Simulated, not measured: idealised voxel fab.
Herein follows the process module entitled voxel double patterning.
For reference, the cross-section in this document is cut, with width 260 nm and square cells of 5 nm.
A cross-section is a grid of square cells, given in bands from the top down. A band is one or more rows of cells. Band: top height; bottom height; in nm. Then, left to right: material with width in nm, for each material. "edge to edge": a single material spanning edge to edge. "air": empty space. Ref level 0: as-received wafer is one material below here. Bottom band extends down with no lower bound ("top 0, no bottom"). With a width like "30->40", each row of cells in the band differs from the next by the same amount, the top row carrying the first number and the bottom row the second. "remained unchanged" (step): cross-section cells unchanged, all of them. Heads up: "Sealed internal voids" only lists the empty pockets with no open path to the top that are 8 cells or more, and it writes them as width x height at distance, distance from the left edge, in nm. Note: text after step settings on the step line = simulator remark on that step. overlay nm: on a step with a mask, how far right of its planned place the mask lay; negative means left.
[Process steps - plan]
- 1: RECEIVE | material Si
- 2: CONFORMAL_DEP | material SiO2 | thk nm 5
- 3: DIRECTIONAL_DEP | material polySi | thk nm 20
- 4: DIRECTIONAL_DEP | material SiN | thk nm 5
- 5: PATTERN | tone open | mask id FIRST | material resist | width nm 15 | pitch nm 50 | thk nm 20 | overlay nm 0
- 6: DIRECTIONAL_ETCH | etch materials SiN | depth nm 5
- 7: STRIP | etch materials resist
- 8: MASKED_ETCH | tone open | mask id SECOND | width nm 15 | pitch nm 50 | etch materials SiN | depth nm 5 | overlay nm 0
- 9: DIRECTIONAL_ETCH | etch materials polySi | depth nm 20
- 10: STRIP | etch materials SiN
[First of two wafers - as planned]
[Incoming wafer, cross-sectional view, post step 1]
> top 0, no bottom: Si edge to edge
> Sealed internal voids: none
[Cross-section through the wafer, step 2 finished]
> top 5, bottom 0: SiO2 edge to edge
> All layers under 0 are left as they were.
[Cross-section through the wafer, step 3 finished]
> top 25, bottom 5: polySi edge to edge
> All layers under 5 are left as they were.
[Cross-section through the wafer, step 4 finished]
> top 30, bottom 25: SiN edge to edge
> All layers under 25 are left as they were.
[Cross-section through the wafer, step 5 finished]
> top 50, bottom 30: resist: 70 | air: 15 | resist: 35 | air: 15 | resist: 35 | air: 15 | resist: 75
> All layers under 30 are left as they were.
[Cross-section through the wafer, step 6 finished]
> top 50, bottom 30: resist: 70 | air: 15 | resist: 35 | air: 15 | resist: 35 | air: 15 | resist: 75
> top 30, bottom 25: SiN: 70 | air: 15 | SiN: 35 | air: 15 | SiN: 35 | air: 15 | SiN: 75
> All layers under 25 are left as they were.
[Cross-section through the wafer, step 7 finished]
> top 30, bottom 25: SiN: 70 | air: 15 | SiN: 35 | air: 15 | SiN: 35 | air: 15 | SiN: 75
> All layers under 25 are left as they were.
[Cross-section through the wafer, step 8 finished]
> top 30, bottom 25: SiN: 70 | air: 15 | SiN: 10 | air: 15 | SiN: 10 | air: 15 | SiN: 10 | air: 15 | SiN: 10 | air: 15 | SiN: 75
> All layers under 25 are left as they were.
[Cross-section through the wafer, step 9 finished]
> top 30, bottom 25: SiN: 70 | air: 15 | SiN: 10 | air: 15 | SiN: 10 | air: 15 | SiN: 10 | air: 15 | SiN: 10 | air: 15 | SiN: 75
> top 25, bottom 5: polySi: 70 | air: 15 | polySi: 10 | air: 15 | polySi: 10 | air: 15 | polySi: 10 | air: 15 | polySi: 10 | air: 15 | polySi: 75
> All layers under 5 are left as they were.
[Cross-section through the wafer, step 10 finished]
> top 25, bottom 5: polySi: 70 | air: 15 | polySi: 10 | air: 15 | polySi: 10 | air: 15 | polySi: 10 | air: 15 | polySi: 10 | air: 15 | polySi: 75
> All layers under 5 are left as they were.
[Companion wafer, the second of two: same beginning, same intended sequence, one mistake in carrying it out; through step 4 inclusive it tracks the first exactly]
[Second wafer, section view, time point: scheduled end of step 5]
> top 50, bottom 30: resist: 80 | air: 15 | resist: 35 | air: 15 | resist: 35 | air: 15 | resist: 65
> All layers under 30 are left as they were.
[Second wafer, section view, time point: scheduled end of step 6]
> top 50, bottom 30: resist: 80 | air: 15 | resist: 35 | air: 15 | resist: 35 | air: 15 | resist: 65
> top 30, bottom 25: SiN: 80 | air: 15 | SiN: 35 | air: 15 | SiN: 35 | air: 15 | SiN: 65
> All layers under 25 are left as they were.
[Second wafer, section view, time point: scheduled end of step 7]
> top 30, bottom 25: SiN: 80 | air: 15 | SiN: 35 | air: 15 | SiN: 35 | air: 15 | SiN: 65
> All layers under 25 are left as they were.
[Second wafer, section view, time point: scheduled end of step 8]
> top 30, bottom 25: SiN: 80 | air: 30 | SiN: 20 | air: 30 | SiN: 20 | air: 15 | SiN: 65
> All layers under 25 are left as they were.
[Second wafer, section view, time point: scheduled end of step 9]
> top 30, bottom 25: SiN: 80 | air: 30 | SiN: 20 | air: 30 | SiN: 20 | air: 15 | SiN: 65
> top 25, bottom 5: polySi: 80 | air: 30 | polySi: 20 | air: 30 | polySi: 20 | air: 15 | polySi: 65
> All layers under 5 are left as they were.
[Second wafer, section view, time point: scheduled end of step 10]
> top 25, bottom 5: polySi: 80 | air: 30 | polySi: 20 | air: 30 | polySi: 20 | air: 15 | polySi: 65
> All layers under 5 are left as they were.
In executing the process, a mistake was made relative to the plan: step 5 ran with different settings than intended, the actual operation and settings being PATTERN | tone open | mask id FIRST | material resist | width nm 15 | pitch nm 50 | thk nm 20 | overlay nm 10
Tallied in cells, the final second wafer holds each material in the same quantity as the first, although not at the same places.
